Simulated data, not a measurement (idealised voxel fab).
Process module under the name voxel quadruple lines
Section shown: cut. Width: 140 nm. Cell size: 5 nm, square.
In this document a cross-section is written as a grid of square cells. It is given as a series of bands, listed from the top down, and a band is one or more rows of cells.
This entry defines a band. It first specifies the height of the band's top and the height of its bottom in nm, and then specifies the band's materials from left to right, stating each material with its width in nm. The word "all across" identifies a single material that fills the band from edge to edge, while the word "empty" identifies empty space.
Where do heights start? At 0: under that level the wafer as delivered is made of one material only. And the lowest band has no floor; it just carries on downward, as in "0 down".
Width: "30 to 40" (first number = top row, second number = bottom row, same change from row to row of cells).
"no change occurred" for a step: no cell of the cross-section changed in that step.
Empty spaces counting at least 8 cells and having no open way to the top are listed in "Completely sealed voids". The notation width x height at distance is used for each, the distance being from the left edge and all three values in nm.
Step line, after settings: the simulator's comment on this step.
overlay nm, on a step with a mask: how far to the right of its planned place the mask lay; to the left if negative

The planned process steps are enumerated hereunder
- 1: RECEIVE (material Si)
- 2: CONFORMAL_DEP (material SiO2; thk nm 5)
- 3: DIRECTIONAL_DEP (material TiN; thk nm 10)
- 4: DIRECTIONAL_DEP (material polySi; thk nm 20)
- 5: DIRECTIONAL_DEP (material aC; thk nm 20)
- 6: PATTERN (tone cover; mask id MANDREL; material resist; width nm 20; pitch nm 60; thk nm 30; overlay nm 0)
- 7: DIRECTIONAL_ETCH (etch materials aC; depth nm 20)
- 8: STRIP (etch materials resist)
- 9: CONFORMAL_DEP (material SiO2; thk nm 10)
- 10: DIRECTIONAL_ETCH (etch materials SiO2; depth nm 10)
- 11: STRIP (etch materials aC)
- 12: DIRECTIONAL_ETCH (etch materials polySi; depth nm 20)
- 13: STRIP (etch materials SiO2)
- 14: CONFORMAL_DEP (material SiCN; thk nm 5)
- 15: DIRECTIONAL_ETCH (etch materials SiCN; depth nm 5)
- 16: STRIP (etch materials polySi)
- 17: DIRECTIONAL_ETCH (etch materials TiN; depth nm 10)
- 18: STRIP (etch materials SiCN)
- 19: FILL_DEP (material lowk; thk nm 10)
- 20: CMP (height nm 15)

As-received wafer cross-section (after step 1)
	0 down = Si all across
	Completely sealed voids: none

Starting structure and process plan are as shown above, but one mistake was made in running the module; the wafer cross-section at the end of the module follows
	15 to 5 = lowk 25  TiN 5  lowk 20  TiN 5  lowk 30  TiN 5  lowk 20  TiN 5  lowk 25
	5 to 0 = SiO2 all across
	0 down = Si all across
	Completely sealed voids: none
Finding, execution versus plan: step 6 was not run as planned; what actually ran was PATTERN (tone open; mask id MANDREL; material resist; width nm 20; pitch nm 60; thk nm 30; overlay nm 0)
